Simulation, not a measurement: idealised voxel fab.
voxel tone inversion: a process module
In the cross-section labelled cut, the width is 175 nm and each square cell is 5 nm.
If you're reading a cross-section in this doc, picture square cells in a grid; it comes to you as bands, top ones listed first down to the bottom, and a band can be one or more rows of cells.
Quick guide to a band line: top height, bottom height (nm) up front; then every material left to right with its width in nm. Only one material and it's marked "all across"? Then it fills the band edge to edge. And "air" just means empty space.
Heads up on the height convention: 0 is the point under which the incoming wafer is all one material, and the lowest band has no bottom, it just keeps going down, like "from 0 down".
The two numbers in a width such as "30->40" mark its ends across the band: the first belongs to the top row of cells, the second to the bottom row, and from each row to the next the width moves by the same amount.
"remained unchanged" (step): cross-section cells unchanged, all of them.
So "Enclosed internal cavities" is basically the list of trapped voids: any empty space of 8 cells or more that can't reach the top through an opening. They're written width x height at distance, the distance being from the left edge, and it's all nm.
On each step's line, the part that comes after the settings is the simulator's own comment on the step.
You can add "overlay nm" to a step's line. For a step with a mask, it describes how far the mask lay to the right of its planned position, and a negative number describes a lay to the left.
Intended process steps
1,RECEIVE [material Si]
2,CONFORMAL_DEP [material SiN] [thk nm 5]
3,DIRECTIONAL_DEP [material aC] [thk nm 20]
4,PATTERN [tone cover] [mask id POSTS] [material resist] [width nm 25] [pitch nm 40] [thk nm 25] [overlay nm 0]
5,DIRECTIONAL_ETCH [etch materials aC] [depth nm 20]
6,STRIP [etch materials resist]
7,FILL_DEP [material SiO2] [thk nm 10]
8,CMP [height nm 25]
9,STRIP [etch materials aC]
10,CONFORMAL_DEP [material TiN] [thk nm 5]
11,FILL_DEP [material Cu] [thk nm 5]
12,CMP [height nm 25]
13,CONFORMAL_DEP [material SiN] [thk nm 5]
Be aware that, although all wafers share a common starting state, the thk nm at step 13 differs among them, and the plan displays the first wafer's value.
So this is the first of several wafers, cross-sectioned as it came to us, meaning it's at the end of step 1
	from 0 down: Si all across
	Enclosed internal cavities: none
Below, a row for every wafer. Read it as the end-of-module picture: for each material the wafer shows its cells gained (+) or lost (-) since it was received, and then its closed voids
thk nm 5 | +36 Cu | +70 SiN | +60 SiO2 | +44 TiN | Enclosed internal cavities: none
thk nm 10 | +36 Cu | +105 SiN | +60 SiO2 | +44 TiN | Enclosed internal cavities: none
thk nm 15 | +36 Cu | +140 SiN | +60 SiO2 | +44 TiN | Enclosed internal cavities: none
thk nm 20 | +36 Cu | +175 SiN | +60 SiO2 | +44 TiN | Enclosed internal cavities: none
